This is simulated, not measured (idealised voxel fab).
process module | voxel transistor to metal
cross-section cut | 185 nm wide | cells 5 nm
A cross-section is a grid of square cells, given in bands from the top down. A band is one or more rows of cells.
Each band's line starts with the height of the band's top and of its bottom, in nm. Then come its materials from left to right, each with its width in nm. One material with "throughout" fills the band from edge to edge. "air" is empty space.
Height 0 is the level under which the wafer as received is all one material. The lowest band goes on downwards, as in "0 down".
A width such as "30 to 40" changes by the same amount from each row of cells to the next, from the band's top row to its bottom row.
"no change" after a step means that no cell of the cross-section changed.
closed voids: empty space of 8 cells or more with no open way to the top, each as width x height at its distance from the left edge, in nm
after a step's settings: what the simulator itself notes on the step
overlay nm, on a step with a mask: how far to the right of its planned place the mask lay; to the left if negative
Each pair below shows a cross-section before one step and the cross-section after it, down to the lowest band that changed. The line under each pair gives the step between them, with its settings. The pairs can come from different runs of this module on the same starting wafer, so a pair continues from the pair above only where its "before" says so.
before
  0 down: Si throughout
  closed voids: none
after
  0 to -5: SiO2 throughout
  below -5: unchanged
  closed voids: none
the step between: op OXIDIZE | depth nm 5
before: the cross-section after the pair above
after
  10 to 0: SiN throughout
  below 0: unchanged
  closed voids: none
the step between: op CONFORMAL_DEP | material SiN | thk nm 10
before: the cross-section after the pair above
after
  25 to 10: aC throughout
  below 10: unchanged
  closed voids: none
the step between: op DIRECTIONAL_DEP | material aC | thk nm 15
before: the cross-section after the pair above
after
  55 to 25: air 35 | resist 110 | air 40
  below 25: unchanged
  closed voids: none
the step between: op PATTERN | tone cover | mask id ACTIVE | material resist | width nm 110 | thk nm 30 | overlay nm 0
before: the cross-section after the pair above
after
  40 to 25: air 35 | resist 110 | air 40
  25 to 10: air 35 | aC 110 | air 40
  below 10: unchanged
  closed voids: none
the step between: op DIRECTIONAL_ETCH | etch materials aC | depth nm 15
before: the cross-section after the pair above
after
  25 to 10: air 35 | aC 110 | air 40
  below 10: unchanged
  closed voids: none
the step between: op STRIP | etch materials resist
before: the cross-section after the pair above
after
  25 to 10: air 35 | aC 110 | air 40
  10 to 0: air 35 | SiN 110 | air 40
  below 0: unchanged
  closed voids: none
the step between: op DIRECTIONAL_ETCH | etch materials SiN | depth nm 10
before: the cross-section after the pair above
after
  25 to 10: air 35 | aC 110 | air 40
  10 to 0: air 35 | SiN 110 | air 40
  0 to -5: air 35 | SiO2 110 | air 40
  below -5: unchanged
  closed voids: none
the step between: op DIRECTIONAL_ETCH | etch materials SiO2 | depth nm 5
before: the cross-section after the pair above
after
  25 to 10: air 35 | aC 110 | air 40
  10 to 0: air 35 | SiN 110 | air 40
  0 to -5: air 35 | SiO2 110 | air 40
  -5 to -35: air 35 | Si 110 | air 40
  below -35: unchanged
  closed voids: none
the step between: op DIRECTIONAL_ETCH | etch materials Si | depth nm 30
before: the cross-section after the pair above
after
  10 to 0: air 35 | SiN 110 | air 40
  below 0: unchanged
  closed voids: none
the step between: op STRIP | etch materials aC
before: the cross-section after the pair above
after
  25 to 10: SiO2 throughout
  10 to 0: SiO2 35 | SiN 110 | SiO2 40
  0 to -5: SiO2 throughout
  -5 to -35: SiO2 35 | Si 110 | SiO2 40
  below -35: unchanged
  closed voids: none
the step between: op FILL_DEP | material SiO2 | thk nm 15
before: the cross-section after the pair above
after
  10 to 0: SiO2 35 | SiN 110 | SiO2 40
  below 0: unchanged
  closed voids: none
the step between: op CMP | height nm 10
before: the cross-section after the pair above
after
  10 to 0: air 35 | SiN 110 | air 40
  below 0: unchanged
  closed voids: none
the step between: op SELECTIVE_ETCH | etch materials SiO2 | depth nm 10
before: the cross-section after the pair above
after
  0 to -5: SiO2 throughout
  below -5: unchanged
  closed voids: none
the step between: op STRIP | etch materials SiN
before: the cross-section after the pair above
after
  -5 to -35: SiO2 35 | Si 110 | SiO2 40
  below -35: unchanged
  closed voids: none
the step between: op SELECTIVE_ETCH | etch materials SiO2 | depth nm 5
before: the cross-section after the pair above
after
  -5 to -10: SiO2 throughout
  below -10: unchanged
  closed voids: none
the step between: op OXIDIZE | depth nm 5
before: the cross-section after the pair above
after
  15 to -5: polySi throughout
  below -5: unchanged
  closed voids: none
the step between: op DIRECTIONAL_DEP | material polySi | thk nm 20
before: the cross-section after the pair above
after
  25 to 15: SiCN throughout
  below 15: unchanged
  closed voids: none
the step between: op DIRECTIONAL_DEP | material SiCN | thk nm 10
before: the cross-section after the pair above
after
  25 to 15: air 75 | SiCN 30 | air 80
  below 15: unchanged
  closed voids: none
the step between: op MASKED_ETCH | tone cover | mask id GATE | width nm 30 | etch materials SiCN | depth nm 20 | overlay nm 0
before: the cross-section after the pair above
after
  25 to 15: air 75 | SiCN 30 | air 80
  15 to -5: air 75 | polySi 30 | air 80
  below -5: unchanged
  closed voids: none
the step between: op MASKED_ETCH | tone cover | mask id GATE | width nm 30 | etch materials polySi | depth nm 30 | overlay nm 0
before: the cross-section after the pair above
after
  30 to 25: air 70 | SiO2 40 | air 75
  25 to 15: air 70 | SiO2 5 | SiCN 30 | SiO2 5 | air 75
  15 to 0: air 70 | SiO2 5 | polySi 30 | SiO2 5 | air 75
  0 to -5: SiO2 75 | polySi 30 | SiO2 80
  below -5: unchanged
  closed voids: none
the step between: op CONFORMAL_DEP | material SiO2 | thk nm 5
before: the cross-section after the pair above
after
  25 to 15: air 70 | SiO2 5 | SiCN 30 | SiO2 5 | air 75
  15 to -5: air 70 | SiO2 5 | polySi 30 | SiO2 5 | air 75
  below -5: unchanged
  closed voids: none
the step between: op DIRECTIONAL_ETCH | etch materials SiO2 | depth nm 5
before: the cross-section after the pair above
after
  30 to 25: air 65 | SiN 50 | air 70
  25 to 15: air 65 | SiN 5 | SiO2 5 | SiCN 30 | SiO2 5 | SiN 5 | air 70
  15 to 0: air 65 | SiN 5 | SiO2 5 | polySi 30 | SiO2 5 | SiN 5 | air 70
  0 to -5: SiN 70 | SiO2 5 | polySi 30 | SiO2 5 | SiN 75
  below -5: unchanged
  closed voids: none
the step between: op CONFORMAL_DEP | material SiN | thk nm 5
before: the cross-section after the pair above
after
  25 to 15: air 65 | SiN 5 | SiO2 5 | SiCN 30 | SiO2 5 | SiN 5 | air 70
  15 to -5: air 65 | SiN 5 | SiO2 5 | polySi 30 | SiO2 5 | SiN 5 | air 70
  below -5: unchanged
  closed voids: none
the step between: op DIRECTIONAL_ETCH | etch materials SiN | depth nm 5
before: the cross-section after the pair above
after
  25 to 20: air 65 | SiN 5 | air 5 | SiCN 30 | air 5 | SiN 5 | air 70
  20 to 15: air 65 | SiN 5 | SiO2 5 | SiCN 30 | SiO2 5 | SiN 5 | air 70
  15 to -5: air 65 | SiN 5 | SiO2 5 | polySi 30 | SiO2 5 | SiN 5 | air 70
  -5 to -10: air 65 | SiO2 50 | air 70
  below -10: unchanged
  closed voids: none
the step between: op DIRECTIONAL_ETCH | etch materials SiO2 | depth nm 5
before: the cross-section after the pair above
after
  25 to 20: air 65 | SiN 5 | air 5 | SiCN 30 | air 5 | SiN 5 | air 70
  20 to 15: air 65 | SiN 5 | SiO2 5 | SiCN 30 | SiO2 5 | SiN 5 | air 70
  15 to -5: air 65 | SiN 5 | SiO2 5 | polySi 30 | SiO2 5 | SiN 5 | air 70
  -5 to -10: air 65 | SiO2 50 | air 70
  -10 to -20: SiO2 35 | air 30 | Si 50 | air 30 | SiO2 40
  below -20: unchanged
  closed voids: none
the step between: op DIRECTIONAL_ETCH | etch materials Si | depth nm 10
before: the cross-section after the pair above
after
  25 to 20: air 65 | SiN 5 | air 5 | SiCN 30 | air 5 | SiN 5 | air 70
  20 to 15: air 65 | SiN 5 | SiO2 5 | SiCN 30 | SiO2 5 | SiN 5 | air 70
  15 to 5: air 65 | SiN 5 | SiO2 5 | polySi 30 | SiO2 5 | SiN 5 | air 70
  5 to -5: air 50 | nSi 15 | SiN 5 | SiO2 5 | polySi 30 | SiO2 5 | SiN 5 | nSi 15 | air 55
  -5 to -10: air 30 | nSi 35 | SiO2 50 | nSi 35 | air 35
  -10 to -20: SiO2 35 | nSi 30 | Si 50 | nSi 30 | SiO2 40
  below -20: unchanged
  closed voids: none
the step between: op EPI | material nSi | thk nm 15
before: the cross-section after the pair above
after
  30 to 25: SiO2 throughout
  25 to 15: SiO2 65 | SiN 5 | SiO2 5 | SiCN 30 | SiO2 5 | SiN 5 | SiO2 70
  15 to 5: SiO2 65 | SiN 5 | SiO2 5 | polySi 30 | SiO2 5 | SiN 5 | SiO2 70
  5 to -5: SiO2 50 | nSi 15 | SiN 5 | SiO2 5 | polySi 30 | SiO2 5 | SiN 5 | nSi 15 | SiO2 55
  -5 to -10: SiO2 30 | nSi 35 | SiO2 50 | nSi 35 | SiO2 35
  below -10: unchanged
  closed voids: none
the step between: op FILL_DEP | material SiO2 | thk nm 5
before: the cross-section after the pair above
after
  15 to 5: SiO2 65 | SiN 5 | SiO2 5 | polySi 30 | SiO2 5 | SiN 5 | SiO2 70
  below 5: unchanged
  closed voids: none
the step between: op CMP | height nm 15
before: the cross-section after the pair above
after
  15 to 5: SiO2 65 | SiN 5 | SiO2 5 | air 30 | SiO2 5 | SiN 5 | SiO2 70
  5 to -5: SiO2 50 | nSi 15 | SiN 5 | SiO2 5 | air 30 | SiO2 5 | SiN 5 | nSi 15 | SiO2 55
  below -5: unchanged
  closed voids: none
the step between: op STRIP | etch materials polySi
before: the cross-section after the pair above
after
  15 to 10: air 65 | SiN 5 | air 40 | SiN 5 | air 70
  10 to 5: SiO2 65 | SiN 5 | air 40 | SiN 5 | SiO2 70
  5 to -5: SiO2 50 | nSi 15 | SiN 5 | air 40 | SiN 5 | nSi 15 | SiO2 55
  -5 to -10: SiO2 30 | nSi 35 | SiO2 5 | air 40 | SiO2 5 | nSi 35 | SiO2 35
  below -10: unchanged
  closed voids: none
the step between: op SELECTIVE_ETCH | etch materials SiO2 | depth nm 5
before: the cross-section after the pair above
after
  20 to 15: air 60 | HfO2 15 | air 30 | HfO2 15 | air 65
  15 to 10: HfO2 65 | SiN 5 | HfO2 5 | air 30 | HfO2 5 | SiN 5 | HfO2 70
  10 to 5: SiO2 65 | SiN 5 | HfO2 5 | air 30 | HfO2 5 | SiN 5 | SiO2 70
  5 to -5: SiO2 50 | nSi 15 | SiN 5 | HfO2 5 | air 30 | HfO2 5 | SiN 5 | nSi 15 | SiO2 55
  -5 to -10: SiO2 30 | nSi 35 | SiO2 5 | HfO2 40 | SiO2 5 | nSi 35 | SiO2 35
  below -10: unchanged
  closed voids: none
the step between: op CONFORMAL_DEP | material HfO2 | thk nm 5
before: the cross-section after the pair above
after
  25 to 20: air 55 | TiN 25 | air 20 | TiN 25 | air 60
  20 to 15: TiN 60 | HfO2 15 | TiN 5 | air 20 | TiN 5 | HfO2 15 | TiN 65
  15 to 10: HfO2 65 | SiN 5 | HfO2 5 | TiN 5 | air 20 | TiN 5 | HfO2 5 | SiN 5 | HfO2 70
  10 to 5: SiO2 65 | SiN 5 | HfO2 5 | TiN 5 | air 20 | TiN 5 | HfO2 5 | SiN 5 | SiO2 70
  5 to 0: SiO2 50 | nSi 15 | SiN 5 | HfO2 5 | TiN 5 | air 20 | TiN 5 | HfO2 5 | SiN 5 | nSi 15 | SiO2 55
  0 to -5: SiO2 50 | nSi 15 | SiN 5 | HfO2 5 | TiN 30 | HfO2 5 | SiN 5 | nSi 15 | SiO2 55
  below -5: unchanged
  closed voids: none
the step between: op CONFORMAL_DEP | material TiN | thk nm 5
before: the cross-section after the pair above
after
  35 to 25: W throughout
  25 to 20: W 55 | TiN 25 | W 20 | TiN 25 | W 60
  20 to 15: TiN 60 | HfO2 15 | TiN 5 | W 20 | TiN 5 | HfO2 15 | TiN 65
  15 to 10: HfO2 65 | SiN 5 | HfO2 5 | TiN 5 | W 20 | TiN 5 | HfO2 5 | SiN 5 | HfO2 70
  10 to 5: SiO2 65 | SiN 5 | HfO2 5 | TiN 5 | W 20 | TiN 5 | HfO2 5 | SiN 5 | SiO2 70
  5 to 0: SiO2 50 | nSi 15 | SiN 5 | HfO2 5 | TiN 5 | W 20 | TiN 5 | HfO2 5 | SiN 5 | nSi 15 | SiO2 55
  below 0: unchanged
  closed voids: none
the step between: op FILL_DEP | material W | thk nm 10
before: the cross-section after the pair above
after
  10 to 5: SiO2 65 | SiN 5 | HfO2 5 | TiN 5 | W 20 | TiN 5 | HfO2 5 | SiN 5 | SiO2 70
  below 5: unchanged
  closed voids: none
the step between: op CMP | height nm 10
before: the cross-section after the pair above
after
  20 to 10: SiO2 throughout
  below 10: unchanged
  closed voids: none
the step between: op DIRECTIONAL_DEP | material SiO2 | thk nm 10
before: the cross-section after the pair above
after
  30 to 20: aC throughout
  below 20: unchanged
  closed voids: none
the step between: op DIRECTIONAL_DEP | material aC | thk nm 10
before: the cross-section after the pair above
after
  60 to 30: resist 45 | air 15 | resist 60 | air 15 | resist 50
  below 30: unchanged
  closed voids: none
the step between: op PATTERN | tone open | mask id CONTACT | material resist | width nm 15 | pitch nm 75 | thk nm 30 | overlay nm 0
before: the cross-section after the pair above
after
  50 to 30: resist 45 | air 15 | resist 60 | air 15 | resist 50
  30 to 20: aC 45 | air 15 | aC 60 | air 15 | aC 50
  below 20: unchanged
  closed voids: none
the step between: op DIRECTIONAL_ETCH | etch materials aC | depth nm 10
before: the cross-section after the pair above
after
  30 to 20: aC 45 | air 15 | aC 60 | air 15 | aC 50
  below 20: unchanged
  closed voids: none
the step between: op STRIP | etch materials resist
before: the cross-section after the pair above
after
  30 to 20: aC 45 | air 15 | aC 60 | air 15 | aC 50
  20 to 10: SiO2 45 | air 15 | SiO2 60 | air 15 | SiO2 50
  10 to 5: SiO2 45 | air 15 | SiO2 5 | SiN 5 | HfO2 5 | TiN 5 | W 20 | TiN 5 | HfO2 5 | SiN 5 | SiO2 5 | air 15 | SiO2 50
  5 to 0: SiO2 45 | air 5 | nSi 15 | SiN 5 | HfO2 5 | TiN 5 | W 20 | TiN 5 | HfO2 5 | SiN 5 | nSi 15 | air 5 | SiO2 50
  0 to -5: SiO2 45 | air 5 | nSi 15 | SiN 5 | HfO2 5 | TiN 30 | HfO2 5 | SiN 5 | nSi 15 | air 5 | SiO2 50
  below -5: unchanged
  closed voids: none
the step between: op DIRECTIONAL_ETCH | etch materials SiO2 | depth nm 25
before: the cross-section after the pair above
after
  20 to 10: SiO2 45 | air 15 | SiO2 60 | air 15 | SiO2 50
  below 10: unchanged
  closed voids: none
the step between: op STRIP | etch materials aC
before: the cross-section after the pair above
after
  25 to 20: TiN 50 | air 5 | TiN 70 | air 5 | TiN 55
  20 to 10: SiO2 45 | TiN 5 | air 5 | TiN 5 | SiO2 60 | TiN 5 | air 5 | TiN 5 | SiO2 50
  10 to 5: SiO2 45 | TiN 15 | SiO2 5 | SiN 5 | HfO2 5 | TiN 5 | W 20 | TiN 5 | HfO2 5 | SiN 5 | SiO2 5 | TiN 15 | SiO2 50
  5 to 0: SiO2 45 | TiN 5 | nSi 15 | SiN 5 | HfO2 5 | TiN 5 | W 20 | TiN 5 | HfO2 5 | SiN 5 | nSi 15 | TiN 5 | SiO2 50
  0 to -5: SiO2 45 | TiN 5 | nSi 15 | SiN 5 | HfO2 5 | TiN 30 | HfO2 5 | SiN 5 | nSi 15 | TiN 5 | SiO2 50
  below -5: unchanged
  closed voids: none
the step between: op CONFORMAL_DEP | material TiN | thk nm 5
before: the cross-section after the pair above
after
  35 to 25: Ru throughout
  25 to 20: TiN 50 | Ru 5 | TiN 70 | Ru 5 | TiN 55
  20 to 10: SiO2 45 | TiN 5 | Ru 5 | TiN 5 | SiO2 60 | TiN 5 | Ru 5 | TiN 5 | SiO2 50
  below 10: unchanged
  closed voids: none
the step between: op FILL_DEP | material Ru | thk nm 10
before: the cross-section after the pair above
after
  20 to 10: SiO2 45 | TiN 5 | Ru 5 | TiN 5 | SiO2 60 | TiN 5 | Ru 5 | TiN 5 | SiO2 50
  below 10: unchanged
  closed voids: none
the step between: op CMP | height nm 20
before: the cross-section after the pair above
after
  25 to 20: SiN throughout
  below 20: unchanged
  closed voids: none
the step between: op CONFORMAL_DEP | material SiN | thk nm 5
before: the cross-section after the pair above
after
  50 to 25: lowk throughout
  below 25: unchanged
  closed voids: none
the step between: op DIRECTIONAL_DEP | material lowk | thk nm 25
before: the cross-section after the pair above
after
  50 to 25: lowk 45 | air 15 | lowk 60 | air 15 | lowk 50
  below 25: unchanged
  closed voids: none
the step between: op MASKED_ETCH | tone open | mask id METAL_1 | width nm 15 | pitch nm 75 | etch materials lowk | depth nm 25 | overlay nm 0
before: the cross-section after the pair above
after
  50 to 25: lowk 45 | air 15 | lowk 60 | air 15 | lowk 50
  25 to 20: SiN 45 | air 15 | SiN 60 | air 15 | SiN 50
  below 20: unchanged
  closed voids: none
the step between: op MASKED_ETCH | tone open | mask id METAL_1 | width nm 15 | pitch nm 75 | etch materials SiN | depth nm 5 | overlay nm 0
before: the cross-section after the pair above
after
  55 to 50: TiN 50 | air 5 | TiN 70 | air 5 | TiN 55
  50 to 25: lowk 45 | TiN 5 | air 5 | TiN 5 | lowk 60 | TiN 5 | air 5 | TiN 5 | lowk 50
  25 to 20: SiN 45 | TiN 15 | SiN 60 | TiN 15 | SiN 50
  below 20: unchanged
  closed voids: none
the step between: op CONFORMAL_DEP | material TiN | thk nm 5
before: the cross-section after the pair above
after
  65 to 55: Ru throughout
  55 to 50: TiN 50 | Ru 5 | TiN 70 | Ru 5 | TiN 55
  50 to 25: lowk 45 | TiN 5 | Ru 5 | TiN 5 | lowk 60 | TiN 5 | Ru 5 | TiN 5 | lowk 50
  below 25: unchanged
  closed voids: none
the step between: op FILL_DEP | material Ru | thk nm 10
before: the cross-section after the pair above
after
  50 to 25: lowk 45 | TiN 5 | Ru 5 | TiN 5 | lowk 60 | TiN 5 | Ru 5 | TiN 5 | lowk 50
  below 25: unchanged
  closed voids: none
the step between: op CMP | height nm 50
before: the cross-section after the pair above
after
  55 to 50: air 40 | Ru 25 | air 50 | Ru 25 | air 45
  below 50: unchanged
  closed voids: none
the step between: op EPI | material Ru | thk nm 5
before: the cross-section after the pair above
after
  60 to 55: SiCN throughout
  55 to 50: SiCN 40 | Ru 25 | SiCN 50 | Ru 25 | SiCN 45
  below 50: unchanged
  closed voids: none
the step between: op FILL_DEP | material SiCN | thk nm 5
before: the cross-section after the pair above
after
  90 to 60: lowk throughout
  below 60: unchanged
  closed voids: none
the step between: op DIRECTIONAL_DEP | material lowk | thk nm 30
before: the cross-section after the pair above
after
  105 to 90: resist 45 | air 15 | resist 60 | air 15 | resist 50
  below 90: unchanged
  closed voids: none
the step between: op PATTERN | tone open | mask id METAL_2 | material resist | width nm 15 | pitch nm 75 | thk nm 15 | overlay nm 0
before: the cross-section after the pair above
after
  105 to 90: resist 45 | air 15 | resist 60 | air 15 | resist 50
  90 to 70: lowk 45 | air 15 | lowk 60 | air 15 | lowk 50
  below 70: unchanged
  closed voids: none
the step between: op DIRECTIONAL_ETCH | etch materials lowk | depth nm 20
before: the cross-section after the pair above
after
  90 to 70: lowk 45 | air 15 | lowk 60 | air 15 | lowk 50
  below 70: unchanged
  closed voids: none
the step between: op STRIP | etch materials resist
before: the cross-section after the pair above
after
  90 to 60: lowk 45 | air 15 | lowk 60 | air 15 | lowk 50
  below 60: unchanged
  closed voids: none
the step between: op MASKED_ETCH | tone open | mask id METAL_2_HOLES | width nm 15 | pitch nm 75 | etch materials lowk | depth nm 10 | overlay nm 0
before: the cross-section after the pair above
after
  90 to 60: lowk 45 | air 15 | lowk 60 | air 15 | lowk 50
  60 to 55: SiCN 45 | air 15 | SiCN 60 | air 15 | SiCN 50
  below 55: unchanged
  closed voids: none
the step between: op MASKED_ETCH | tone open | mask id METAL_2_HOLES | width nm 15 | pitch nm 75 | etch materials SiCN | depth nm 5 | overlay nm 0
before: the cross-section after the pair above
after
  95 to 90: TiN 50 | air 5 | TiN 70 | air 5 | TiN 55
  90 to 60: lowk 45 | TiN 5 | air 5 | TiN 5 | lowk 60 | TiN 5 | air 5 | TiN 5 | lowk 50
  60 to 55: SiCN 45 | TiN 15 | SiCN 60 | TiN 15 | SiCN 50
  below 55: unchanged
  closed voids: none
the step between: op CONFORMAL_DEP | material TiN | thk nm 5
before: the cross-section after the pair above
after
  105 to 95: Cu throughout
  95 to 90: TiN 50 | Cu 5 | TiN 70 | Cu 5 | TiN 55
  90 to 60: lowk 45 | TiN 5 | Cu 5 | TiN 5 | lowk 60 | TiN 5 | Cu 5 | TiN 5 | lowk 50
  below 60: unchanged
  closed voids: none
the step between: op FILL_DEP | material Cu | thk nm 10
before: the cross-section after the pair above
after
  90 to 60: lowk 45 | TiN 5 | Cu 5 | TiN 5 | lowk 60 | TiN 5 | Cu 5 | TiN 5 | lowk 50
  below 60: unchanged
  closed voids: none
the step between: op CMP | height nm 90
before: the cross-section after the pair above
after
  95 to 90: SiN throughout
  below 90: unchanged
  closed voids: none
the step between: op CONFORMAL_DEP | material SiN | thk nm 5
before
  35 to 25: Ru throughout
  25 to 20: TiN 50 | Ru 5 | TiN 70 | Ru 5 | TiN 55
  20 to 10: SiO2 45 | TiN 5 | Ru 5 | TiN 5 | SiO2 60 | TiN 5 | Ru 5 | TiN 5 | SiO2 50
  10 to 5: SiO2 45 | TiN 15 | SiO2 5 | SiN 5 | HfO2 5 | TiN 5 | W 20 | TiN 5 | HfO2 5 | SiN 5 | SiO2 5 | TiN 15 | SiO2 50
  5 to 0: SiO2 45 | TiN 5 | nSi 15 | SiN 5 | HfO2 5 | TiN 5 | W 20 | TiN 5 | HfO2 5 | SiN 5 | nSi 15 | TiN 5 | SiO2 50
  0 to -5: SiO2 45 | TiN 5 | nSi 15 | SiN 5 | HfO2 5 | TiN 30 | HfO2 5 | SiN 5 | nSi 15 | TiN 5 | SiO2 50
  -5 to -10: SiO2 30 | nSi 35 | SiO2 5 | HfO2 40 | SiO2 5 | nSi 35 | SiO2 35
  -10 to -20: SiO2 35 | nSi 30 | Si 50 | nSi 30 | SiO2 40
  -20 to -35: SiO2 35 | Si 110 | SiO2 40
  -35 down: Si throughout
  closed voids: none
after
  40 to 35: SiN throughout
  below 35: unchanged
  closed voids: none
the step between: op CONFORMAL_DEP | material SiN | thk nm 5
before: the cross-section after the pair above
after
  65 to 40: lowk throughout
  below 40: unchanged
  closed voids: none
the step between: op DIRECTIONAL_DEP | material lowk | thk nm 25
before: the cross-section after the pair above
after
  65 to 40: lowk 45 | air 15 | lowk 60 | air 15 | lowk 50
  below 40: unchanged
  closed voids: none
the step between: op MASKED_ETCH | tone open | mask id METAL_1 | width nm 15 | pitch nm 75 | etch materials lowk | depth nm 25 | overlay nm 0
before: the cross-section after the pair above
after
  65 to 40: lowk 45 | air 15 | lowk 60 | air 15 | lowk 50
  40 to 35: SiN 45 | air 15 | SiN 60 | air 15 | SiN 50
  below 35: unchanged
  closed voids: none
the step between: op MASKED_ETCH | tone open | mask id METAL_1 | width nm 15 | pitch nm 75 | etch materials SiN | depth nm 5 | overlay nm 0
before: the cross-section after the pair above
after
  70 to 65: TiN 50 | air 5 | TiN 70 | air 5 | TiN 55
  65 to 40: lowk 45 | TiN 5 | air 5 | TiN 5 | lowk 60 | TiN 5 | air 5 | TiN 5 | lowk 50
  40 to 35: SiN 45 | TiN 15 | SiN 60 | TiN 15 | SiN 50
  below 35: unchanged
  closed voids: none
the step between: op CONFORMAL_DEP | material TiN | thk nm 5
before: the cross-section after the pair above
after
  80 to 70: Ru throughout
  70 to 65: TiN 50 | Ru 5 | TiN 70 | Ru 5 | TiN 55
  65 to 40: lowk 45 | TiN 5 | Ru 5 | TiN 5 | lowk 60 | TiN 5 | Ru 5 | TiN 5 | lowk 50
  below 40: unchanged
  closed voids: none
the step between: op FILL_DEP | material Ru | thk nm 10
before: the cross-section after the pair above
after
  50 to 40: lowk 45 | TiN 5 | Ru 5 | TiN 5 | lowk 60 | TiN 5 | Ru 5 | TiN 5 | lowk 50
  below 40: unchanged
  closed voids: none
the step between: op CMP | height nm 50
before: the cross-section after the pair above
after
  55 to 50: air 40 | Ru 25 | air 50 | Ru 25 | air 45
  below 50: unchanged
  closed voids: none
the step between: op EPI | material Ru | thk nm 5
before: the cross-section after the pair above
after
  60 to 55: SiCN throughout
  55 to 50: SiCN 40 | Ru 25 | SiCN 50 | Ru 25 | SiCN 45
  below 50: unchanged
  closed voids: none
the step between: op FILL_DEP | material SiCN | thk nm 5
before: the cross-section after the pair above
after
  90 to 60: lowk throughout
  below 60: unchanged
  closed voids: none
the step between: op DIRECTIONAL_DEP | material lowk | thk nm 30
before: the cross-section after the pair above
after
  105 to 90: resist 45 | air 15 | resist 60 | air 15 | resist 50
  below 90: unchanged
  closed voids: none
the step between: op PATTERN | tone open | mask id METAL_2 | material resist | width nm 15 | pitch nm 75 | thk nm 15 | overlay nm 0
before: the cross-section after the pair above
after
  105 to 90: resist 45 | air 15 | resist 60 | air 15 | resist 50
  90 to 70: lowk 45 | air 15 | lowk 60 | air 15 | lowk 50
  below 70: unchanged
  closed voids: none
the step between: op DIRECTIONAL_ETCH | etch materials lowk | depth nm 20
before: the cross-section after the pair above
after
  90 to 70: lowk 45 | air 15 | lowk 60 | air 15 | lowk 50
  below 70: unchanged
  closed voids: none
the step between: op STRIP | etch materials resist
before: the cross-section after the pair above
after
  90 to 60: lowk 45 | air 15 | lowk 60 | air 15 | lowk 50
  below 60: unchanged
  closed voids: none
the step between: op MASKED_ETCH | tone open | mask id METAL_2_HOLES | width nm 15 | pitch nm 75 | etch materials lowk | depth nm 10 | overlay nm 0
before: the cross-section after the pair above
after
  90 to 60: lowk 45 | air 15 | lowk 60 | air 15 | lowk 50
  60 to 55: SiCN 45 | air 15 | SiCN 60 | air 15 | SiCN 50
  below 55: unchanged
  closed voids: none
the step between: op MASKED_ETCH | tone open | mask id METAL_2_HOLES | width nm 15 | pitch nm 75 | etch materials SiCN | depth nm 5 | overlay nm 0
before: the cross-section after the pair above
after
  95 to 90: TiN 50 | air 5 | TiN 70 | air 5 | TiN 55
  90 to 60: lowk 45 | TiN 5 | air 5 | TiN 5 | lowk 60 | TiN 5 | air 5 | TiN 5 | lowk 50
  60 to 55: SiCN 45 | TiN 15 | SiCN 60 | TiN 15 | SiCN 50
  below 55: unchanged
  closed voids: none
the step between: op CONFORMAL_DEP | material TiN | thk nm 5
before: the cross-section after the pair above
after
  105 to 95: Cu throughout
  95 to 90: TiN 50 | Cu 5 | TiN 70 | Cu 5 | TiN 55
  90 to 60: lowk 45 | TiN 5 | Cu 5 | TiN 5 | lowk 60 | TiN 5 | Cu 5 | TiN 5 | lowk 50
  below 60: unchanged
  closed voids: none
the step between: op FILL_DEP | material Cu | thk nm 10
before: the cross-section after the pair above
after
  90 to 60: lowk 45 | TiN 5 | Cu 5 | TiN 5 | lowk 60 | TiN 5 | Cu 5 | TiN 5 | lowk 50
  below 60: unchanged
  closed voids: none
the step between: op CMP | height nm 90
before: the cross-section after the pair above
after
  95 to 90: SiN throughout
  below 90: unchanged
  closed voids: none
the step between: op CONFORMAL_DEP | material SiN | thk nm 5
before
  90 to 60: lowk throughout
  60 to 55: SiCN throughout
  55 to 50: SiCN 40 | Ru 25 | SiCN 50 | Ru 25 | SiCN 45
  50 to 25: lowk 45 | TiN 5 | Ru 5 | TiN 5 | lowk 60 | TiN 5 | Ru 5 | TiN 5 | lowk 50
  25 to 20: SiN 45 | TiN 15 | SiN 60 | TiN 15 | SiN 50
  20 to 10: SiO2 45 | TiN 5 | Ru 5 | TiN 5 | SiO2 60 | TiN 5 | Ru 5 | TiN 5 | SiO2 50
  10 to 5: SiO2 45 | TiN 15 | SiO2 5 | SiN 5 | HfO2 5 | TiN 5 | W 20 | TiN 5 | HfO2 5 | SiN 5 | SiO2 5 | TiN 15 | SiO2 50
  5 to 0: SiO2 45 | TiN 5 | nSi 15 | SiN 5 | HfO2 5 | TiN 5 | W 20 | TiN 5 | HfO2 5 | SiN 5 | nSi 15 | TiN 5 | SiO2 50
  0 to -5: SiO2 45 | TiN 5 | nSi 15 | SiN 5 | HfO2 5 | TiN 30 | HfO2 5 | SiN 5 | nSi 15 | TiN 5 | SiO2 50
  -5 to -10: SiO2 30 | nSi 35 | SiO2 5 | HfO2 40 | SiO2 5 | nSi 35 | SiO2 35
  -10 to -20: SiO2 35 | nSi 30 | Si 50 | nSi 30 | SiO2 40
  -20 to -35: SiO2 35 | Si 110 | SiO2 40
  -35 down: Si throughout
  closed voids: none
after
  120 to 60: lowk throughout
  below 60: unchanged
  closed voids: none
the step between: op DIRECTIONAL_DEP | material lowk | thk nm 30
before: the cross-section after the pair above
after
  135 to 120: resist 45 | air 15 | resist 60 | air 15 | resist 50
  below 120: unchanged
  closed voids: none
the step between: op PATTERN | tone open | mask id METAL_2 | material resist | width nm 15 | pitch nm 75 | thk nm 15 | overlay nm 0
before: the cross-section after the pair above
after
  135 to 120: resist 45 | air 15 | resist 60 | air 15 | resist 50
  120 to 100: lowk 45 | air 15 | lowk 60 | air 15 | lowk 50
  below 100: unchanged
  closed voids: none
the step between: op DIRECTIONAL_ETCH | etch materials lowk | depth nm 20
before: the cross-section after the pair above
after
  120 to 100: lowk 45 | air 15 | lowk 60 | air 15 | lowk 50
  below 100: unchanged
  closed voids: none
the step between: op STRIP | etch materials resist
before: the cross-section after the pair above
after
  120 to 90: lowk 45 | air 15 | lowk 60 | air 15 | lowk 50
  below 90: unchanged
  closed voids: none
the step between: op MASKED_ETCH | tone open | mask id METAL_2_HOLES | width nm 15 | pitch nm 75 | etch materials lowk | depth nm 10 | overlay nm 0
before: the cross-section after the pair above
after
  125 to 120: TiN 50 | air 5 | TiN 70 | air 5 | TiN 55
  120 to 95: lowk 45 | TiN 5 | air 5 | TiN 5 | lowk 60 | TiN 5 | air 5 | TiN 5 | lowk 50
  95 to 90: lowk 45 | TiN 15 | lowk 60 | TiN 15 | lowk 50
  below 90: unchanged
  closed voids: none
the step between: op CONFORMAL_DEP | material TiN | thk nm 5
before: the cross-section after the pair above
after
  135 to 125: Cu throughout
  125 to 120: TiN 50 | Cu 5 | TiN 70 | Cu 5 | TiN 55
  120 to 95: lowk 45 | TiN 5 | Cu 5 | TiN 5 | lowk 60 | TiN 5 | Cu 5 | TiN 5 | lowk 50
  below 95: unchanged
  closed voids: none
the step between: op FILL_DEP | material Cu | thk nm 10
